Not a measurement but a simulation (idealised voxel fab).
The following process module bears the name voxel self aligned vias.
Cross-section cut: width 205 nm, square cells of 5 nm.
Cross-section spec: square-cell grid; bands listed top down; each band is one or more rows.
Read a band's entry like this: the first values are the height of its top and the height of its bottom in nm, and what follows is the sequence of materials from left to right, each with its width in nm. Note that "blank" is empty space, and that a single material marked "everywhere" reaches across the band from edge to edge.
The level at which height equals 0 is the one under which the wafer, as it arrives, is entirely one material. No lower edge exists for the bottom band, which continues downward and is notated as in "top 0, no bottom".
Quick explanation for "30..40": the width changes in equal steps down the rows of cells, from the first number in the band's top row to the second number in its bottom row.
"nothing changed" for a step: no cell of the cross-section changed in that step.
This entry, "Enclosed cavities", enumerates those empty regions of no fewer than 8 cells that possess no open connection to the top. Each region is reported in the form width x height at distance, the distance being taken from the left edge, with all three quantities expressed in nm.
Whatever follows a step's settings on its line is a remark the simulator itself makes about that step.
overlay nm: where the mask lay relative to plan, measured to the right, on steps with a mask; negatives go left.

## Here's what the planned process steps look like
| 1 | RECEIVE (material Si) |
| 2 | CONFORMAL_DEP (material SiO2; thk nm 10) |
| 3 | CONFORMAL_DEP (material SiCN; thk nm 5) |
| 4 | DIRECTIONAL_DEP (material lowk; thk nm 30) |
| 5 | MASKED_ETCH (tone open; mask id LINES; width nm 20; pitch nm 65; etch materials lowk; depth nm 30; overlay nm 0) |
| 6 | CONFORMAL_DEP (material TiN; thk nm 5) |
| 7 | FILL_DEP (material W; thk nm 5) |
| 8 | CMP (height nm 45) |
| 9 | SELECTIVE_ETCH (etch materials W Ru TiN; depth nm 5) |
| 10 | FILL_DEP (material SiN; thk nm 5) |
| 11 | CMP (height nm 45) |
| 12 | DIRECTIONAL_DEP (material lowk; thk nm 15) |
| 13 | PATTERN (tone open; mask id VIAS; material resist; width nm 40; pitch nm 65; thk nm 20; overlay nm 0) |
| 14 | DIRECTIONAL_ETCH (etch materials lowk; depth nm 15) |
| 15 | DIRECTIONAL_ETCH (etch materials SiN; depth nm 5) |
| 16 | STRIP (etch materials resist) |
| 17 | CONFORMAL_DEP (material TiN; thk nm 5) |
| 18 | FILL_DEP (material Cu; thk nm 10) |
| 19 | CMP (height nm 60) |
| 20 | CONFORMAL_DEP (material SiCN; thk nm 5) |

## The first of a set of two wafers, run to plan

## As received (post step 1): cross-section
top 0, no bottom: Si everywhere
Enclosed cavities: none

## Step 2 complete: cross-section through the wafer
top 10, bottom 0: SiO2 everywhere
For the remainder of the cross-section, below 0, there is no change.

## Step 3 complete: cross-section through the wafer
top 15, bottom 10: SiCN everywhere
For the remainder of the cross-section, below 10, there is no change.

## Step 4 complete: cross-section through the wafer
top 45, bottom 15: lowk everywhere
For the remainder of the cross-section, below 15, there is no change.

## Step 5 complete: cross-section through the wafer
top 45, bottom 15: 25 nm lowk / 20 nm blank / 45 nm lowk / 20 nm blank / 45 nm lowk / 20 nm blank / 30 nm lowk
For the remainder of the cross-section, below 15, there is no change.

## Step 6 complete: cross-section through the wafer
top 50, bottom 45: 30 nm TiN / 10 nm blank / 55 nm TiN / 10 nm blank / 55 nm TiN / 10 nm blank / 35 nm TiN
top 45, bottom 20: 25 nm lowk / 5 nm TiN / 10 nm blank / 5 nm TiN / 45 nm lowk / 5 nm TiN / 10 nm blank / 5 nm TiN / 45 nm lowk / 5 nm TiN / 10 nm blank / 5 nm TiN / 30 nm lowk
top 20, bottom 15: 25 nm lowk / 20 nm TiN / 45 nm lowk / 20 nm TiN / 45 nm lowk / 20 nm TiN / 30 nm lowk
For the remainder of the cross-section, below 15, there is no change.

## Step 7 complete: cross-section through the wafer
top 55, bottom 50: W everywhere
top 50, bottom 45: 30 nm TiN / 10 nm W / 55 nm TiN / 10 nm W / 55 nm TiN / 10 nm W / 35 nm TiN
top 45, bottom 20: 25 nm lowk / 5 nm TiN / 10 nm W / 5 nm TiN / 45 nm lowk / 5 nm TiN / 10 nm W / 5 nm TiN / 45 nm lowk / 5 nm TiN / 10 nm W / 5 nm TiN / 30 nm lowk
For the remainder of the cross-section, below 20, there is no change.

## Step 8 complete: cross-section through the wafer
top 45, bottom 20: 25 nm lowk / 5 nm TiN / 10 nm W / 5 nm TiN / 45 nm lowk / 5 nm TiN / 10 nm W / 5 nm TiN / 45 nm lowk / 5 nm TiN / 10 nm W / 5 nm TiN / 30 nm lowk
For the remainder of the cross-section, below 20, there is no change.

## Step 9 complete: cross-section through the wafer
top 45, bottom 40: 25 nm lowk / 20 nm blank / 45 nm lowk / 20 nm blank / 45 nm lowk / 20 nm blank / 30 nm lowk
For the remainder of the cross-section, below 40, there is no change.

## Step 10 complete: cross-section through the wafer
top 50, bottom 45: SiN everywhere
top 45, bottom 40: 25 nm lowk / 20 nm SiN / 45 nm lowk / 20 nm SiN / 45 nm lowk / 20 nm SiN / 30 nm lowk
For the remainder of the cross-section, below 40, there is no change.

## Step 11 complete: cross-section through the wafer
top 45, bottom 40: 25 nm lowk / 20 nm SiN / 45 nm lowk / 20 nm SiN / 45 nm lowk / 20 nm SiN / 30 nm lowk
For the remainder of the cross-section, below 40, there is no change.

## Step 12 complete: cross-section through the wafer
top 60, bottom 45: lowk everywhere
For the remainder of the cross-section, below 45, there is no change.

## Step 13 complete: cross-section through the wafer
top 80, bottom 60: 15 nm resist / 40 nm blank / 25 nm resist / 40 nm blank / 25 nm resist / 40 nm blank / 20 nm resist
For the remainder of the cross-section, below 60, there is no change.

## Step 14 complete: cross-section through the wafer
top 80, bottom 60: 15 nm resist / 40 nm blank / 25 nm resist / 40 nm blank / 25 nm resist / 40 nm blank / 20 nm resist
top 60, bottom 45: 15 nm lowk / 40 nm blank / 25 nm lowk / 40 nm blank / 25 nm lowk / 40 nm blank / 20 nm lowk
For the remainder of the cross-section, below 45, there is no change.

## Step 15 complete: cross-section through the wafer
top 80, bottom 60: 15 nm resist / 40 nm blank / 25 nm resist / 40 nm blank / 25 nm resist / 40 nm blank / 20 nm resist
top 60, bottom 45: 15 nm lowk / 40 nm blank / 25 nm lowk / 40 nm blank / 25 nm lowk / 40 nm blank / 20 nm lowk
top 45, bottom 40: 25 nm lowk / 20 nm blank / 45 nm lowk / 20 nm blank / 45 nm lowk / 20 nm blank / 30 nm lowk
For the remainder of the cross-section, below 40, there is no change.

## Step 16 complete: cross-section through the wafer
top 60, bottom 45: 15 nm lowk / 40 nm blank / 25 nm lowk / 40 nm blank / 25 nm lowk / 40 nm blank / 20 nm lowk
For the remainder of the cross-section, below 45, there is no change.

## Step 17 complete: cross-section through the wafer
top 65, bottom 60: 20 nm TiN / 30 nm blank / 35 nm TiN / 30 nm blank / 35 nm TiN / 30 nm blank / 25 nm TiN
top 60, bottom 50: 15 nm lowk / 5 nm TiN / 30 nm blank / 5 nm TiN / 25 nm lowk / 5 nm TiN / 30 nm blank / 5 nm TiN / 25 nm lowk / 5 nm TiN / 30 nm blank / 5 nm TiN / 20 nm lowk
top 50, bottom 45: 15 nm lowk / 15 nm TiN / 10 nm blank / 15 nm TiN / 25 nm lowk / 15 nm TiN / 10 nm blank / 15 nm TiN / 25 nm lowk / 15 nm TiN / 10 nm blank / 15 nm TiN / 20 nm lowk
top 45, bottom 40: 25 nm lowk / 20 nm TiN / 45 nm lowk / 20 nm TiN / 45 nm lowk / 20 nm TiN / 30 nm lowk
For the remainder of the cross-section, below 40, there is no change.

## Step 18 complete: cross-section through the wafer
top 75, bottom 65: Cu everywhere
top 65, bottom 60: 20 nm TiN / 30 nm Cu / 35 nm TiN / 30 nm Cu / 35 nm TiN / 30 nm Cu / 25 nm TiN
top 60, bottom 50: 15 nm lowk / 5 nm TiN / 30 nm Cu / 5 nm TiN / 25 nm lowk / 5 nm TiN / 30 nm Cu / 5 nm TiN / 25 nm lowk / 5 nm TiN / 30 nm Cu / 5 nm TiN / 20 nm lowk
top 50, bottom 45: 15 nm lowk / 15 nm TiN / 10 nm Cu / 15 nm TiN / 25 nm lowk / 15 nm TiN / 10 nm Cu / 15 nm TiN / 25 nm lowk / 15 nm TiN / 10 nm Cu / 15 nm TiN / 20 nm lowk
For the remainder of the cross-section, below 45, there is no change.

## Step 19 complete: cross-section through the wafer
top 60, bottom 50: 15 nm lowk / 5 nm TiN / 30 nm Cu / 5 nm TiN / 25 nm lowk / 5 nm TiN / 30 nm Cu / 5 nm TiN / 25 nm lowk / 5 nm TiN / 30 nm Cu / 5 nm TiN / 20 nm lowk
For the remainder of the cross-section, below 50, there is no change.

## Step 20 complete: cross-section through the wafer
top 65, bottom 60: SiCN everywhere
For the remainder of the cross-section, below 60, there is no change.

## second wafer: like start, like plan, one mistake. Through step 4 it matches the first wafer

## Look at the second wafer in cross-section at the time step 5 ought to have finished
top 45, bottom 15: 30 nm lowk / 15 nm blank / 50 nm lowk / 15 nm blank / 50 nm lowk / 15 nm blank / 30 nm lowk
For the remainder of the cross-section, below 15, there is no change.

## Look at the second wafer in cross-section at the time step 6 ought to have finished
top 50, bottom 45: 35 nm TiN / 5 nm blank / 60 nm TiN / 5 nm blank / 60 nm TiN / 5 nm blank / 35 nm TiN
top 45, bottom 20: 30 nm lowk / 5 nm TiN / 5 nm blank / 5 nm TiN / 50 nm lowk / 5 nm TiN / 5 nm blank / 5 nm TiN / 50 nm lowk / 5 nm TiN / 5 nm blank / 5 nm TiN / 30 nm lowk
top 20, bottom 15: 30 nm lowk / 15 nm TiN / 50 nm lowk / 15 nm TiN / 50 nm lowk / 15 nm TiN / 30 nm lowk
For the remainder of the cross-section, below 15, there is no change.

## Look at the second wafer in cross-section at the time step 7 ought to have finished
top 55, bottom 50: W everywhere
top 50, bottom 45: 35 nm TiN / 5 nm W / 60 nm TiN / 5 nm W / 60 nm TiN / 5 nm W / 35 nm TiN
top 45, bottom 20: 30 nm lowk / 5 nm TiN / 5 nm W / 5 nm TiN / 50 nm lowk / 5 nm TiN / 5 nm W / 5 nm TiN / 50 nm lowk / 5 nm TiN / 5 nm W / 5 nm TiN / 30 nm lowk
For the remainder of the cross-section, below 20, there is no change.

## Look at the second wafer in cross-section at the time step 8 ought to have finished
top 45, bottom 20: 30 nm lowk / 5 nm TiN / 5 nm W / 5 nm TiN / 50 nm lowk / 5 nm TiN / 5 nm W / 5 nm TiN / 50 nm lowk / 5 nm TiN / 5 nm W / 5 nm TiN / 30 nm lowk
For the remainder of the cross-section, below 20, there is no change.

## Look at the second wafer in cross-section at the time step 9 ought to have finished
top 45, bottom 40: 30 nm lowk / 15 nm blank / 50 nm lowk / 15 nm blank / 50 nm lowk / 15 nm blank / 30 nm lowk
For the remainder of the cross-section, below 40, there is no change.

## Look at the second wafer in cross-section at the time step 10 ought to have finished
top 50, bottom 45: SiN everywhere
top 45, bottom 40: 30 nm lowk / 15 nm SiN / 50 nm lowk / 15 nm SiN / 50 nm lowk / 15 nm SiN / 30 nm lowk
For the remainder of the cross-section, below 40, there is no change.

## Look at the second wafer in cross-section at the time step 11 ought to have finished
top 45, bottom 40: 30 nm lowk / 15 nm SiN / 50 nm lowk / 15 nm SiN / 50 nm lowk / 15 nm SiN / 30 nm lowk
For the remainder of the cross-section, below 40, there is no change.

## Look at the second wafer in cross-section at the time step 12 ought to have finished
top 60, bottom 45: lowk everywhere
For the remainder of the cross-section, below 45, there is no change.

## Look at the second wafer in cross-section at the time step 13 ought to have finished
top 80, bottom 60: 15 nm resist / 40 nm blank / 25 nm resist / 40 nm blank / 25 nm resist / 40 nm blank / 20 nm resist
For the remainder of the cross-section, below 60, there is no change.

## Look at the second wafer in cross-section at the time step 14 ought to have finished
top 80, bottom 60: 15 nm resist / 40 nm blank / 25 nm resist / 40 nm blank / 25 nm resist / 40 nm blank / 20 nm resist
top 60, bottom 45: 15 nm lowk / 40 nm blank / 25 nm lowk / 40 nm blank / 25 nm lowk / 40 nm blank / 20 nm lowk
For the remainder of the cross-section, below 45, there is no change.

## Look at the second wafer in cross-section at the time step 15 ought to have finished
top 80, bottom 60: 15 nm resist / 40 nm blank / 25 nm resist / 40 nm blank / 25 nm resist / 40 nm blank / 20 nm resist
top 60, bottom 45: 15 nm lowk / 40 nm blank / 25 nm lowk / 40 nm blank / 25 nm lowk / 40 nm blank / 20 nm lowk
top 45, bottom 40: 30 nm lowk / 15 nm blank / 50 nm lowk / 15 nm blank / 50 nm lowk / 15 nm blank / 30 nm lowk
For the remainder of the cross-section, below 40, there is no change.

## Look at the second wafer in cross-section at the time step 16 ought to have finished
top 60, bottom 45: 15 nm lowk / 40 nm blank / 25 nm lowk / 40 nm blank / 25 nm lowk / 40 nm blank / 20 nm lowk
For the remainder of the cross-section, below 45, there is no change.

## Look at the second wafer in cross-section at the time step 17 ought to have finished
top 65, bottom 60: 20 nm TiN / 30 nm blank / 35 nm TiN / 30 nm blank / 35 nm TiN / 30 nm blank / 25 nm TiN
top 60, bottom 50: 15 nm lowk / 5 nm TiN / 30 nm blank / 5 nm TiN / 25 nm lowk / 5 nm TiN / 30 nm blank / 5 nm TiN / 25 nm lowk / 5 nm TiN / 30 nm blank / 5 nm TiN / 20 nm lowk
top 50, bottom 45: 15 nm lowk / 20 nm TiN / 5 nm blank / 15 nm TiN / 25 nm lowk / 20 nm TiN / 5 nm blank / 15 nm TiN / 25 nm lowk / 20 nm TiN / 5 nm blank / 15 nm TiN / 20 nm lowk
top 45, bottom 40: 30 nm lowk / 15 nm TiN / 50 nm lowk / 15 nm TiN / 50 nm lowk / 15 nm TiN / 30 nm lowk
For the remainder of the cross-section, below 40, there is no change.

## Look at the second wafer in cross-section at the time step 18 ought to have finished
top 75, bottom 65: Cu everywhere
top 65, bottom 60: 20 nm TiN / 30 nm Cu / 35 nm TiN / 30 nm Cu / 35 nm TiN / 30 nm Cu / 25 nm TiN
top 60, bottom 50: 15 nm lowk / 5 nm TiN / 30 nm Cu / 5 nm TiN / 25 nm lowk / 5 nm TiN / 30 nm Cu / 5 nm TiN / 25 nm lowk / 5 nm TiN / 30 nm Cu / 5 nm TiN / 20 nm lowk
top 50, bottom 45: 15 nm lowk / 20 nm TiN / 5 nm Cu / 15 nm TiN / 25 nm lowk / 20 nm TiN / 5 nm Cu / 15 nm TiN / 25 nm lowk / 20 nm TiN / 5 nm Cu / 15 nm TiN / 20 nm lowk
For the remainder of the cross-section, below 45, there is no change.

## Look at the second wafer in cross-section at the time step 19 ought to have finished
top 60, bottom 50: 15 nm lowk / 5 nm TiN / 30 nm Cu / 5 nm TiN / 25 nm lowk / 5 nm TiN / 30 nm Cu / 5 nm TiN / 25 nm lowk / 5 nm TiN / 30 nm Cu / 5 nm TiN / 20 nm lowk
For the remainder of the cross-section, below 50, there is no change.

## Look at the second wafer in cross-section at the time step 20 ought to have finished
top 65, bottom 60: SiCN everywhere
For the remainder of the cross-section, below 60, there is no change.
In executing the process, a mistake was made relative to the plan: step 5 deviated from plan and actually ran as MASKED_ETCH (tone open; mask id LINES; width nm 15; pitch nm 65; etch materials lowk; depth nm 30; overlay nm 0)
Count the cells at the end and the second wafer has more or fewer of some materials than the first: 3 fewer of Cu, 3 fewer of TiN, 12 fewer of W, 18 more of lowk
